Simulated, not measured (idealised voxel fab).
process module | voxel local oxidation
cross-section cut | 150 nm wide | cells 5 nm
A cross-section is a grid of square cells, given in bands from the top down. A band is one or more rows of cells.
Each band's line starts with the height of the band's top and of its bottom, in nm. Then come its materials from left to right, each with its width in nm. One material with "throughout" fills the band from edge to edge. "air" is empty space.
Height 0 is the level under which the wafer as received is all one material. The lowest band goes on downwards, as in "0 down".
A width such as "30 to 40" changes by the same amount from each row of cells to the next, from the band's top row to its bottom row.
"no change" after a step means that no cell of the cross-section changed.
closed voids: empty space of 8 cells or more with no open way to the top, each as width x height at its distance from the left edge, in nm
after a step's settings: what the simulator itself notes on the step
overlay nm, on a step with a mask: how far to the right of its planned place the mask lay; to the left if negative
plan
1 op RECEIVE | material Si
2 op OXIDIZE | depth nm 5
3 op CONFORMAL_DEP | material SiN | thk nm 15
4 op DIRECTIONAL_DEP | material aC | thk nm 15
5 op PATTERN | tone cover | mask id ACTIVE | material resist | width nm 95 | thk nm 30 | overlay nm -10
6 op DIRECTIONAL_ETCH | etch materials aC | depth nm 15
7 op STRIP | etch materials resist
8 op DIRECTIONAL_ETCH | etch materials SiN | depth nm 15
9 op STRIP | etch materials aC
10 op SELECTIVE_ETCH | etch materials SiO2 | depth nm 5
11 op OXIDIZE | depth nm 15
12 op STRIP | etch materials SiN
varied across the wafers: overlay nm of step 5. The plan shows the first wafer's value. All wafers start alike
first wafer as received, after step 1
  0 down: Si throughout
  closed voids: none
each wafer at the end: cells of each material gained (+) or lost (-) since it was received, then its closed voids
overlay nm -10 | -87 Si | +74 SiO2 | closed voids: none
overlay nm -5 | -87 Si | +74 SiO2 | closed voids: none
overlay nm 0 | -87 Si | +74 SiO2 | closed voids: none
overlay nm 5 | -87 Si | +74 SiO2 | closed voids: none
overlay nm 10 | -87 Si | +74 SiO2 | closed voids: none
overlay nm 15 | -87 Si | +74 SiO2 | closed voids: none
